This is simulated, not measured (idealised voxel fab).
The following process module bears the name voxel capacitor over wiring.
Cross-section cut spans 270 nm and uses square cells 5 nm in size.
Throughout this document, each cross-section is represented as a grid of square cells and is presented as a sequence of bands enumerated from the top downward, where a band comprises one or more rows of cells.
Per band: top height and bottom height in nm, followed by the left-to-right materials and their widths in nm; "everywhere" marks a single material spanning edge to edge, "empty" marks empty space.
Where do heights start? At 0: under that level the wafer as delivered is made of one material only. And the lowest band has no floor; it just carries on downward, as in "0..down".
Note: "30->40" means the width goes from the first number (top row of the band) to the second number (bottom row) in equal steps per row of cells.
Where the words "stayed the same" appear for a step, the cross-section shows no cell changed by that step; every cell remained as before.
What "Non-vented voids" gives you is every empty space of 8 cells or more that is cut off from the top. Each appears as width x height at distance, with the distance taken from the left edge and width, height and distance all in nm.
What comes after the settings on a step's line is commentary from the simulator itself on that step.
The optional step-line setting "overlay nm" applies to steps with a mask and quantifies how far to the right of its planned location the mask lay, a negative value indicating leftward placement.
## Steps in the process plan
1. RECEIVE (material Si)
2. CONFORMAL_DEP (material SiO2; thk nm 15)
3. CONFORMAL_DEP (material SiN; thk nm 5)
4. DIRECTIONAL_DEP (material lowk; thk nm 20)
5. DIRECTIONAL_DEP (material aC; thk nm 10)
6. PATTERN (tone open; mask id METAL_1; material resist; width nm 20; pitch nm 75; thk nm 30; overlay nm 0)
7. DIRECTIONAL_ETCH (etch materials aC; depth nm 10)
8. STRIP (etch materials resist)
9. DIRECTIONAL_ETCH (etch materials lowk; depth nm 20)
10. DIRECTIONAL_ETCH (etch materials SiN; depth nm 5)
11. STRIP (etch materials aC)
12. CONFORMAL_DEP (material TiN; thk nm 5)
13. FILL_DEP (material W; thk nm 10)
14. CMP (height nm 40)
15. EPI (material Ru; thk nm 5)
16. FILL_DEP (material SiCN; thk nm 5)
17. DIRECTIONAL_DEP (material lowk; thk nm 20)
18. DIRECTIONAL_DEP (material aC; thk nm 15)
19. PATTERN (tone open; mask id PLUG_1; material resist; width nm 15; thk nm 35; overlay nm 0)
20. DIRECTIONAL_ETCH (etch materials aC; depth nm 15)
21. STRIP (etch materials resist)
22. DIRECTIONAL_ETCH (etch materials lowk; depth nm 20)
23. DIRECTIONAL_ETCH (etch materials SiCN; depth nm 5)
24. STRIP (etch materials aC)
25. CONFORMAL_DEP (material TiN; thk nm 5)
26. FILL_DEP (material W; thk nm 10)
27. CMP (height nm 70)
28. DIRECTIONAL_DEP (material TiN; thk nm 10)
29. DIRECTIONAL_DEP (material SiN; thk nm 5)
30. DIRECTIONAL_DEP (material TiN; thk nm 5)
31. MASKED_ETCH (tone cover; mask id UPPER_PLATE; width nm 60; etch materials TiN; depth nm 5; overlay nm 0)
32. MASKED_ETCH (tone cover; mask id UPPER_PLATE; width nm 60; etch materials SiN; depth nm 5; overlay nm 0)
33. PATTERN (tone cover; mask id LOWER_PLATE; material resist; width nm 70; thk nm 15; overlay nm 0)
34. DIRECTIONAL_ETCH (etch materials TiN; depth nm 10)
35. STRIP (etch materials resist)
36. FILL_DEP (material SiO2; thk nm 15)
37. CMP (height nm 100)
38. DIRECTIONAL_DEP (material aC; thk nm 10)
39. PATTERN (tone open; mask id PLUG_2; material resist; width nm 15; thk nm 30; overlay nm 0)
40. DIRECTIONAL_ETCH (etch materials aC; depth nm 10)
41. STRIP (etch materials resist)
42. DIRECTIONAL_ETCH (etch materials SiO2; depth nm 10)
43. STRIP (etch materials aC)
44. CONFORMAL_DEP (material TiN; thk nm 5)
45. FILL_DEP (material Ru; thk nm 10)
46. CMP (height nm 100)
47. CONFORMAL_DEP (material SiN; thk nm 5)
## As-received state of the wafer in cross-section, equivalent to post-step 1
> 0..down | Si everywhere
> Non-vented voids: none
## a wafer at the end: this start, this plan, one mistake
> 105..100 | SiN everywhere
> 100..95 | SiO2 100 nm, TiN 5 nm, Ru 5 nm, TiN 5 nm, SiO2 155 nm
> 95..90 | SiO2 100 nm, TiN 15 nm, SiO2 155 nm
> 90..85 | SiO2 85 nm, TiN 5 nm, SiO2 60 nm, TiN 5 nm, SiO2 115 nm
> 85..80 | SiN everywhere
> 80..70 | TiN everywhere
> 70..50 | lowk 90 nm, TiN 5 nm, W 5 nm, TiN 5 nm, lowk 165 nm
> 50..45 | SiCN 90 nm, TiN 15 nm, SiCN 165 nm
> 45..40 | SiCN 80 nm, Ru 30 nm, SiCN 45 nm, Ru 30 nm, SiCN 85 nm
> 40..20 | lowk 85 nm, TiN 5 nm, W 10 nm, TiN 5 nm, lowk 55 nm, TiN 5 nm, W 10 nm, TiN 5 nm, lowk 90 nm
> 20..15 | SiN 85 nm, TiN 20 nm, SiN 55 nm, TiN 20 nm, SiN 90 nm
> 15..0 | SiO2 everywhere
> 0..down | Si everywhere
> Non-vented voids: none
what went wrong: off-plan run, step 31, actual operation and settings MASKED_ETCH (tone open; mask id UPPER_PLATE; width nm 60; etch materials TiN; depth nm 5; overlay nm 0)
